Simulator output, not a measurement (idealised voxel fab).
Process module, titled voxel self aligned contacts
The width of the displayed cross-section, cut, is 205 nm; its cells are square, with a size of 5 nm.
Throughout this document, each cross-section is represented as a grid of square cells and is presented as a sequence of bands enumerated from the top downward, where a band comprises one or more rows of cells.
Band: top height; bottom height; in nm. Then, left to right: material with width in nm, for each material. "all across": a single material spanning edge to edge. "empty": empty space.
Where do heights start? At 0: under that level the wafer as delivered is made of one material only. And the lowest band has no floor; it just carries on downward, as in "z 0 and below".
The width entry "30 to 40" should be interpreted row by row: the top row of cells in the band takes the first number, the bottom row takes the second number, and the change between adjacent rows is uniform throughout.
You'll sometimes find "all unchanged" written for a step, and that's the way of saying that nowhere in the cross-section did a cell change during that step.
Basically, "Closed internal voids" tells you about the enclosed voids: empty spaces with no open way to the top, 8 cells or bigger, each written width x height at distance, where distance is from the left edge, all in nm.
On a step's line, text after the settings is the simulator commenting on that step.
Steps that use a mask can have "overlay nm" on their line. It says how far the mask sat to the right of where it was meant to be. Negative means to the left.
### Planned process steps
1 RECEIVE,material Si
2 CONFORMAL_DEP,material SiO2,thk nm 5
3 DIRECTIONAL_DEP,material polySi,thk nm 20
4 DIRECTIONAL_DEP,material SiN,thk nm 20
5 MASKED_ETCH,tone cover,mask id GATE,width nm 25,pitch nm 70,etch materials SiN,depth nm 20,overlay nm 0
6 MASKED_ETCH,tone cover,mask id GATE,width nm 35,pitch nm 70,etch materials polySi,depth nm 20,overlay nm 0
7 CONFORMAL_DEP,material SiN,thk nm 10
8 DIRECTIONAL_ETCH,etch materials SiN,depth nm 10
9 FILL_DEP,material SiO2,thk nm 10
10 CMP,height nm 50
11 PATTERN,tone open,mask id CONTACT,material resist,width nm 45,pitch nm 70,thk nm 20,overlay nm 0
12 DIRECTIONAL_ETCH,etch materials SiO2,depth nm 50
13 STRIP,etch materials resist
14 CONFORMAL_DEP,material TiN,thk nm 5
15 FILL_DEP,material Ru,thk nm 10
16 CMP,height nm 50
17 CONFORMAL_DEP,material SiCN,thk nm 5
Wafers differ in width nm at step 5; plan lists the first wafer's value; identical starting state.
### Incoming state of the first of several wafers in cross-section: after step 1
  z 0 and below = Si all across
  Closed internal voids: none
### Tabulated below, wafer by wafer, are the end-of-module results: for each material, the number of cells gained (+) or lost (-) relative to the as-received state, followed by the closed voids
width nm 25; +34 Ru; +41 SiCN; +156 SiN; +82 SiO2; +54 TiN; +84 polySi; Closed internal voids: none
width nm 30; +26 Ru; +41 SiCN; +168 SiN; +78 SiO2; +54 TiN; +84 polySi; Closed internal voids: none
width nm 35; +18 Ru; +41 SiCN; +180 SiN; +74 SiO2; +54 TiN; +84 polySi; Closed internal voids: none
